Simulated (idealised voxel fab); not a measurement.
The document below concerns the process module designated voxel tone inversion.
For reference, the cross-section in this document is cut, with width 210 nm and square cells of 5 nm.
Just so we're on the same page, the cross-sections are grids of square cells, and they're listed out in bands top to bottom, each band one or more rows deep. The entry gives the band's vertical extent as a top height and a bottom height in nm, then its horizontal make-up as materials from left to right, each with a width in nm. "blank" stands for empty space; a single material marked "everywhere" fills the band edge to edge. The level at which height equals 0 is the one under which the wafer, as it arrives, is entirely one material. No lower edge exists for the bottom band, which continues downward and is notated as in "z 0 and below". Width: "30..40" (first number = top row, second number = bottom row, same change from row to row of cells). Step marked "nothing different"? Then no cell in the cross-section changed in it. "Cavities, sealed": sealed empty spaces, 8 cells or more, no open way to top, listed width x height at distance, with distance from the left edge and width, height and distance in nm. It should be noted that, on the line of a given step, the content following the step's settings is a remark produced by the simulator itself with respect to that step. overlay nm: mask right of planned place by this much (step with mask). Neg. = left.

**Planned step list for the process**
1: RECEIVE with material Si
2: CONFORMAL_DEP with material SiCN, thk nm 10
3: DIRECTIONAL_DEP with material aC, thk nm 15
4: PATTERN with tone cover, mask id POSTS, material resist, width nm 15, pitch nm 30, thk nm 25, overlay nm -15
5: DIRECTIONAL_ETCH with etch materials aC, depth nm 15
6: STRIP with etch materials resist
7: FILL_DEP with material lowk, thk nm 10
8: CMP with height nm 25
9: STRIP with etch materials aC
Where the wafers of this document differ is in the overlay nm of step 4; they start out the same, and the plan states the value that applied to the first wafer.

**Sectional view: first of several wafers, as received, after step 1**
> z 0 and below: Si everywhere
> Cavities, sealed: none

**Cross-section, first of several wafers, end of module, after last step 9**
> z 25 to 10: lowk (65)  blank (15)  lowk (15)  blank (15)  lowk (100)
> z 10 to 0: SiCN everywhere
> z 0 and below: Si everywhere
> Cavities, sealed: none

**Final wafer of several, shown in cross-section at the end of the module**
> z 25 to 10: lowk (95)  blank (15)  lowk (15)  blank (15)  lowk (70)
> z 10 to 0: SiCN everywhere
> z 0 and below: Si everywhere
> Cavities, sealed: none

**For your reference, the table is organized with a row per wafer; each row reflects the wafer at the end of the module, indicating for each material the cells gained (+) or lost (-) since receipt, and thereafter its closed voids**
overlay nm -15; +84 SiCN; +108 lowk; Cavities, sealed: none
overlay nm -10; +84 SiCN; +108 lowk; Cavities, sealed: none
overlay nm -5; +84 SiCN; +108 lowk; Cavities, sealed: none
overlay nm 0; +84 SiCN; +108 lowk; Cavities, sealed: none
overlay nm 5; +84 SiCN; +108 lowk; Cavities, sealed: none
overlay nm 10; +84 SiCN; +108 lowk; Cavities, sealed: none
overlay nm 15; +84 SiCN; +108 lowk; Cavities, sealed: none
